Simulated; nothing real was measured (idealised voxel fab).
Process module in this document: voxel wiring stack
Shown is cross-section cut, with a width of 205 nm and square cells of size 5 nm.
Square cells in a grid make up a cross-section in this document, and the grid is given as bands, listed from the top down, each one or more rows of cells.
It is stipulated that each band's entry specify, in nanometres, the height of the top of the band and then that of its bottom, followed by the materials of the band in left-to-right sequence, each together with its width in nanometres. A single material marked by the word "everywhere" is understood to fill the band from edge to edge; the word "blank" is understood to denote empty space.
Heads up on the height convention: 0 is the point under which the incoming wafer is all one material, and the lowest band has no bottom, it just keeps going down, like "z 0 and below".
Top row gets the first number, bottom row gets the second, and each row in between changes by the same step: that is how a band width like "30 to 40" works.
Step note "all unchanged" = no cross-section cell changed.
"Sealed-off cavities" enumerates empty spaces isolated from the top, with no open way to it, that contain at least 8 cells, giving each as width x height at distance from the left edge, all three in nm.
If you see something after the settings on a step's line, that's the simulator's own remark about that step.
Each step line may optionally specify "overlay nm", which for a step with a mask gives the rightward distance between the mask's planned place and where it lay, a negative value indicating the leftward direction.
# Process steps foreseen in the plan
1) RECEIVE with material Si
2) CONFORMAL_DEP with material SiO2, thk nm 10
3) DIRECTIONAL_DEP with material TiN, thk nm 5
4) DIRECTIONAL_DEP with material W, thk nm 20
5) DIRECTIONAL_DEP with material aC, thk nm 15
6) PATTERN with tone cover, mask id METAL_1, material resist, width nm 30, pitch nm 50, thk nm 35, overlay nm 0
7) DIRECTIONAL_ETCH with etch materials aC, depth nm 15
8) STRIP with etch materials resist
9) DIRECTIONAL_ETCH with etch materials W, depth nm 20
10) DIRECTIONAL_ETCH with etch materials TiN, depth nm 5
11) STRIP with etch materials aC
12) FILL_DEP with material lowk, thk nm 5
13) CMP with height nm 35
14) CONFORMAL_DEP with material SiCN, thk nm 5
15) DIRECTIONAL_DEP with material lowk, thk nm 25
16) MASKED_ETCH with tone open, mask id METAL_2_HOLES, width nm 15, pitch nm 50, etch materials lowk, depth nm 25, overlay nm 0
17) MASKED_ETCH with tone open, mask id METAL_2, width nm 30, pitch nm 50, etch materials lowk, depth nm 15, overlay nm 0
18) MASKED_ETCH with tone open, mask id METAL_2, width nm 30, pitch nm 50, etch materials SiCN, depth nm 5, overlay nm 0
19) CONFORMAL_DEP with material TiN, thk nm 5
20) FILL_DEP with material Cu, thk nm 5
21) CMP with height nm 65
22) CONFORMAL_DEP with material SiN, thk nm 5
# Step 1 complete: cross-section of the wafer as received
z 0 and below  Si everywhere
Sealed-off cavities: none
# First of two wafers: cross-section at end of module, run per plan
z 70 to 65  SiN everywhere
z 65 to 55  lowk 60 nm; TiN 5 nm; Cu 20 nm; TiN 5 nm; lowk 20 nm; TiN 5 nm; Cu 20 nm; TiN 5 nm; lowk 65 nm
z 55 to 50  lowk 60 nm; TiN 5 nm; Cu 5 nm; TiN 20 nm; lowk 20 nm; TiN 5 nm; Cu 5 nm; TiN 20 nm; lowk 65 nm
z 50 to 40  lowk 60 nm; TiN 5 nm; Cu 5 nm; TiN 5 nm; lowk 35 nm; TiN 5 nm; Cu 5 nm; TiN 5 nm; lowk 80 nm
z 40 to 35  SiCN 60 nm; TiN 15 nm; SiCN 35 nm; TiN 15 nm; SiCN 80 nm
z 35 to 15  lowk 60 nm; W 30 nm; lowk 20 nm; W 30 nm; lowk 65 nm
z 15 to 10  lowk 60 nm; TiN 30 nm; lowk 20 nm; TiN 30 nm; lowk 65 nm
z 10 to 0  SiO2 everywhere
z 0 and below  Si everywhere
Sealed-off cavities: none
# Wafer two cross-section, module end. Start and plan unchanged from wafer one; one mistake made during the run
z 70 to 65  SiN everywhere
z 65 to 55  Cu 70 nm; TiN 5 nm; lowk 15 nm; TiN 5 nm; Cu 25 nm; TiN 5 nm; lowk 15 nm; TiN 5 nm; Cu 60 nm
z 55 to 50  TiN 65 nm; Cu 5 nm; TiN 5 nm; lowk 15 nm; TiN 25 nm; Cu 5 nm; TiN 5 nm; lowk 15 nm; TiN 65 nm
z 50 to 40  lowk 60 nm; TiN 5 nm; Cu 5 nm; TiN 5 nm; lowk 35 nm; TiN 5 nm; Cu 5 nm; TiN 5 nm; lowk 80 nm
z 40 to 35  SiCN 60 nm; TiN 15 nm; SiCN 35 nm; TiN 15 nm; SiCN 80 nm
z 35 to 15  lowk 60 nm; W 30 nm; lowk 20 nm; W 30 nm; lowk 65 nm
z 15 to 10  lowk 60 nm; TiN 30 nm; lowk 20 nm; TiN 30 nm; lowk 65 nm
z 10 to 0  SiO2 everywhere
z 0 and below  Si everywhere
Sealed-off cavities: none
The plan and the run diverged here: planned and actual differ for step 17; actual: MASKED_ETCH with tone cover, mask id METAL_2, width nm 30, pitch nm 50, etch materials lowk, depth nm 15, overlay nm 0
At the finish, the second wafer shows more or fewer cells for some materials than the first does: 46 more of Cu, 23 more of TiN, 69 fewer of lowk
